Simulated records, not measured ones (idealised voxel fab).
Presented below is a process module, voxel air gaps.
Section cut is 195 nm wide and gridded with 5 nm square cells.
A cross-section is written here as square cells arranged in a grid, and it is given in bands from the top down, each band taking up one or more rows of cells. Band: top height; bottom height; in nm. Then, left to right: material with width in nm, for each material. "all across": a single material spanning edge to edge. "air": empty space. The level at which height equals 0 is the one under which the wafer, as it arrives, is entirely one material. No lower edge exists for the bottom band, which continues downward and is notated as in "0 down". When a width is written as two numbers, as in "30..40", the first number is the width in the top row of cells of the band and the second is the width in its bottom row, and the width changes by the same amount from each row to the next. When a step is marked "same as before", none of the cells in the cross-section changed during that step. In "Closed internal voids" the enclosed voids are listed, meaning empty spaces of 8 cells or larger without any opening to the top. The form is width x height at distance, distance from the left edge, units nm. Past the settings on a step's line: simulator remark, on that step. overlay nm: for a step with a mask, the amount by which the mask lay right of where it was planned; a negative amount means left of it.

# Set out below are the planned steps of the process
step 1: RECEIVE, material Si
step 2: CONFORMAL_DEP, material SiO2, thk nm 15
step 3: CONFORMAL_DEP, material SiN, thk nm 5
step 4: DIRECTIONAL_DEP, material SiO2, thk nm 40
step 5: DIRECTIONAL_DEP, material aC, thk nm 15
step 6: PATTERN, tone open, mask id LINES, material resist, width nm 15, pitch nm 45, thk nm 35, overlay nm -15
step 7: DIRECTIONAL_ETCH, etch materials aC, depth nm 15
step 8: STRIP, etch materials resist
step 9: DIRECTIONAL_ETCH, etch materials SiO2, depth nm 40
step 10: STRIP, etch materials aC
step 11: CONFORMAL_DEP, material TiN, thk nm 5
step 12: FILL_DEP, material W, thk nm 5
step 13: CMP, height nm 60
step 14: EPI, material Ru, thk nm 10
step 15: SELECTIVE_ETCH, etch materials SiO2, depth nm 50
step 16: CONFORMAL_DEP, material SiN, thk nm 5
The wafers are alike at the start. At step 6, their overlay nm differs. The plan lists the first wafer's value.

# Cross-section, first of several wafers, as delivered after step 1
* 0 down = Si all across
* Closed internal voids: none

# Rows = wafers. At module end, each row lists per material the cells gained (+) or lost (-) since the wafer was received, then the closed voids
overlay nm -15, +42 Ru, +162 SiN, +117 SiO2, +51 TiN, +21 W, Closed internal voids: 20 x 30 at 50; 20 x 30 at 95
overlay nm -10, +42 Ru, +162 SiN, +117 SiO2, +51 TiN, +21 W, Closed internal voids: 20 x 30 at 55; 20 x 30 at 100
overlay nm -5, +42 Ru, +162 SiN, +117 SiO2, +51 TiN, +21 W, Closed internal voids: 20 x 30 at 60; 20 x 30 at 105
overlay nm 0, +42 Ru, +162 SiN, +117 SiO2, +51 TiN, +21 W, Closed internal voids: 20 x 30 at 65; 20 x 30 at 110
overlay nm 5, +42 Ru, +162 SiN, +117 SiO2, +51 TiN, +21 W, Closed internal voids: 20 x 30 at 70; 20 x 30 at 115
overlay nm 10, +42 Ru, +162 SiN, +117 SiO2, +51 TiN, +21 W, Closed internal voids: 20 x 30 at 75; 20 x 30 at 120
overlay nm 15, +42 Ru, +162 SiN, +117 SiO2, +51 TiN, +21 W, Closed internal voids: 20 x 30 at 80; 20 x 30 at 125
